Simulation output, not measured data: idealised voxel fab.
process module | voxel capacitor over wiring
cross-section cut | 240 nm wide | cells 5 nm
A cross-section is a grid of square cells, given in bands from the top down. A band is one or more rows of cells.
Each band's line starts with the height of the band's top and of its bottom, in nm. Then come its materials from left to right, each with its width in nm. One material with "throughout" fills the band from edge to edge. "air" is empty space.
Height 0 is the level under which the wafer as received is all one material. The lowest band goes on downwards, as in "0 down".
A width such as "30 to 40" changes by the same amount from each row of cells to the next, from the band's top row to its bottom row.
"no change" after a step means that no cell of the cross-section changed.
closed voids: empty space of 8 cells or more with no open way to the top, each as width x height at its distance from the left edge, in nm
after a step's settings: what the simulator itself notes on the step
overlay nm, on a step with a mask: how far to the right of its planned place the mask lay; to the left if negative
plan
1 op RECEIVE | material Si
2 op CONFORMAL_DEP | material SiO2 | thk nm 15
3 op CONFORMAL_DEP | material SiN | thk nm 5
4 op DIRECTIONAL_DEP | material SiO2 | thk nm 15
5 op MASKED_ETCH | tone open | mask id METAL_1 | width nm 20 | pitch nm 70 | etch materials SiO2 | depth nm 15 | overlay nm 0
6 op MASKED_ETCH | tone open | mask id METAL_1 | width nm 20 | pitch nm 70 | etch materials SiN | depth nm 5 | overlay nm 0
7 op CONFORMAL_DEP | material TiN | thk nm 5
8 op FILL_DEP | material W | thk nm 5
9 op CMP | height nm 35
10 op CONFORMAL_DEP | material SiCN | thk nm 5
11 op DIRECTIONAL_DEP | material SiO2 | thk nm 10
12 op PATTERN | tone open | mask id PLUG_1 | material resist | width nm 15 | thk nm 20 | overlay nm 0
13 op DIRECTIONAL_ETCH | etch materials SiO2 | depth nm 10
14 op DIRECTIONAL_ETCH | etch materials SiCN | depth nm 5
15 op STRIP | etch materials resist
16 op CONFORMAL_DEP | material TiN | thk nm 5
17 op FILL_DEP | material Cu | thk nm 5
18 op CMP | height nm 50
19 op DIRECTIONAL_DEP | material TiN | thk nm 5
20 op DIRECTIONAL_DEP | material Al2O3 | thk nm 5
21 op DIRECTIONAL_DEP | material TiN | thk nm 5
22 op MASKED_ETCH | tone cover | mask id UPPER_PLATE | width nm 55 | etch materials TiN | depth nm 5 | overlay nm 0
23 op MASKED_ETCH | tone cover | mask id UPPER_PLATE | width nm 55 | etch materials Al2O3 | depth nm 5 | overlay nm 0
24 op DIRECTIONAL_DEP | material aC | thk nm 15
25 op PATTERN | tone cover | mask id LOWER_PLATE | material resist | width nm 65 | thk nm 35 | overlay nm 0
26 op DIRECTIONAL_ETCH | etch materials aC | depth nm 15
27 op STRIP | etch materials resist
28 op DIRECTIONAL_ETCH | etch materials TiN | depth nm 5
29 op STRIP | etch materials aC
30 op FILL_DEP | material SiO2 | thk nm 20
31 op CMP | height nm 80
32 op MASKED_ETCH | tone open | mask id PLUG_2 | width nm 15 | etch materials SiO2 | depth nm 15 | overlay nm 0
33 op CONFORMAL_DEP | material TiN | thk nm 5
34 op FILL_DEP | material Cu | thk nm 5
35 op CMP | height nm 80
36 op CONFORMAL_DEP | material SiN | thk nm 5
first wafer, as planned
as received, after step 1
  0 down: Si throughout
  closed voids: none
after step 2
  15 to 0: SiO2 throughout
  below 0: unchanged
after step 3
  20 to 15: SiN throughout
  below 15: unchanged
after step 4
  35 to 20: SiO2 throughout
  below 20: unchanged
after step 5
  35 to 20: SiO2 75 | air 20 | SiO2 50 | air 20 | SiO2 75
  below 20: unchanged
after step 6
  35 to 20: SiO2 75 | air 20 | SiO2 50 | air 20 | SiO2 75
  20 to 15: SiN 75 | air 20 | SiN 50 | air 20 | SiN 75
  below 15: unchanged
after step 7
  40 to 35: TiN 80 | air 10 | TiN 60 | air 10 | TiN 80
  35 to 20: SiO2 75 | TiN 5 | air 10 | TiN 5 | SiO2 50 | TiN 5 | air 10 | TiN 5 | SiO2 75
  20 to 15: SiN 75 | TiN 20 | SiN 50 | TiN 20 | SiN 75
  below 15: unchanged
after step 8
  45 to 40: W throughout
  40 to 35: TiN 80 | W 10 | TiN 60 | W 10 | TiN 80
  35 to 20: SiO2 75 | TiN 5 | W 10 | TiN 5 | SiO2 50 | TiN 5 | W 10 | TiN 5 | SiO2 75
  below 20: unchanged
after step 9
  35 to 20: SiO2 75 | TiN 5 | W 10 | TiN 5 | SiO2 50 | TiN 5 | W 10 | TiN 5 | SiO2 75
  below 20: unchanged
after step 10
  40 to 35: SiCN throughout
  below 35: unchanged
after step 11
  50 to 40: SiO2 throughout
  below 40: unchanged
after step 12
  70 to 50: resist 80 | air 15 | resist 145
  below 50: unchanged
after step 13
  70 to 50: resist 80 | air 15 | resist 145
  50 to 40: SiO2 80 | air 15 | SiO2 145
  below 40: unchanged
after step 14
  70 to 50: resist 80 | air 15 | resist 145
  50 to 40: SiO2 80 | air 15 | SiO2 145
  40 to 35: SiCN 80 | air 15 | SiCN 145
  below 35: unchanged
after step 15
  50 to 40: SiO2 80 | air 15 | SiO2 145
  below 40: unchanged
after step 16
  55 to 50: TiN 85 | air 5 | TiN 150
  50 to 40: SiO2 80 | TiN 5 | air 5 | TiN 5 | SiO2 145
  40 to 35: SiCN 80 | TiN 15 | SiCN 145
  below 35: unchanged
after step 17
  60 to 55: Cu throughout
  55 to 50: TiN 85 | Cu 5 | TiN 150
  50 to 40: SiO2 80 | TiN 5 | Cu 5 | TiN 5 | SiO2 145
  below 40: unchanged
after step 18
  50 to 40: SiO2 80 | TiN 5 | Cu 5 | TiN 5 | SiO2 145
  below 40: unchanged
after step 19
  55 to 50: TiN throughout
  below 50: unchanged
after step 20
  60 to 55: Al2O3 throughout
  below 55: unchanged
after step 21
  65 to 60: TiN throughout
  below 60: unchanged
after step 22
  65 to 60: air 80 | TiN 55 | air 105
  below 60: unchanged
after step 23
  65 to 60: air 80 | TiN 55 | air 105
  60 to 55: air 80 | Al2O3 55 | air 105
  below 55: unchanged
after step 24
  80 to 70: air 80 | aC 55 | air 105
  70 to 65: aC throughout
  65 to 60: aC 80 | TiN 55 | aC 105
  60 to 55: aC 80 | Al2O3 55 | aC 105
  below 55: unchanged
after step 25
  115 to 80: air 75 | resist 65 | air 100
  80 to 70: air 75 | resist 5 | aC 55 | resist 5 | air 100
  below 70: unchanged
after step 26
  100 to 80: air 75 | resist 65 | air 100
  80 to 70: air 75 | resist 5 | aC 55 | resist 5 | air 100
  70 to 65: air 75 | aC 65 | air 100
  65 to 60: air 75 | aC 5 | TiN 55 | aC 5 | air 100
  60 to 55: air 75 | aC 5 | Al2O3 55 | aC 5 | air 100
  below 55: unchanged
after step 27
  80 to 70: air 80 | aC 55 | air 105
  below 70: unchanged
after step 28
  80 to 70: air 80 | aC 55 | air 105
  70 to 65: air 75 | aC 65 | air 100
  65 to 60: air 75 | aC 5 | TiN 55 | aC 5 | air 100
  60 to 55: air 75 | aC 5 | Al2O3 55 | aC 5 | air 100
  55 to 50: air 75 | TiN 65 | air 100
  below 50: unchanged
after step 29
  65 to 60: air 80 | TiN 55 | air 105
  60 to 55: air 80 | Al2O3 55 | air 105
  below 55: unchanged
after step 30
  85 to 65: SiO2 throughout
  65 to 60: SiO2 80 | TiN 55 | SiO2 105
  60 to 55: SiO2 80 | Al2O3 55 | SiO2 105
  55 to 50: SiO2 75 | TiN 65 | SiO2 100
  below 50: unchanged
after step 31
  80 to 65: SiO2 throughout
  below 65: unchanged
after step 32
  80 to 65: SiO2 90 | air 15 | SiO2 135
  below 65: unchanged
after step 33
  85 to 80: TiN 95 | air 5 | TiN 140
  80 to 70: SiO2 90 | TiN 5 | air 5 | TiN 5 | SiO2 135
  70 to 60: SiO2 90 to 80 | TiN 15 to 55 | SiO2 135 to 105
  below 60: unchanged
after step 34
  90 to 85: Cu throughout
  85 to 80: TiN 95 | Cu 5 | TiN 140
  80 to 70: SiO2 90 | TiN 5 | Cu 5 | TiN 5 | SiO2 135
  below 70: unchanged
after step 35
  80 to 70: SiO2 90 | TiN 5 | Cu 5 | TiN 5 | SiO2 135
  below 70: unchanged
after step 36
  85 to 80: SiN throughout
  below 80: unchanged
second wafer: like start, like plan, one mistake. Through step 28 it matches the first wafer
when step 29 should have ended
  65 to 60: air 80 | TiN 55 | air 105
  60 to 55: air 80 | Al2O3 55 | air 105
  below 55: unchanged
when step 30 should have ended
  85 to 65: SiO2 throughout
  65 to 60: SiO2 80 | TiN 55 | SiO2 105
  60 to 55: SiO2 80 | Al2O3 55 | SiO2 105
  55 to 50: SiO2 75 | TiN 65 | SiO2 100
  below 50: unchanged
when step 31 should have ended
  80 to 65: SiO2 throughout
  below 65: unchanged
when step 32 should have ended
  80 to 65: SiO2 90 | air 15 | SiO2 135
  below 65: unchanged
when step 33 should have ended
  85 to 80: TiN 95 | air 5 | TiN 140
  80 to 70: SiO2 90 | TiN 5 | air 5 | TiN 5 | SiO2 135
  70 to 60: SiO2 90 to 80 | TiN 15 to 55 | SiO2 135 to 105
  below 60: unchanged
when step 34 should have ended
  90 to 85: Cu throughout
  85 to 80: TiN 95 | Cu 5 | TiN 140
  80 to 70: SiO2 90 | TiN 5 | Cu 5 | TiN 5 | SiO2 135
  below 70: unchanged
when step 35 should have ended
  80 to 70: SiO2 90 | TiN 5 | Cu 5 | TiN 5 | SiO2 135
  below 70: unchanged
when step 36 should have ended
  85 to 80: SiN throughout
  below 80: unchanged
what went wrong: step 29 was run twice
at the end the two cross-sections are the same: no effect in what this model computes
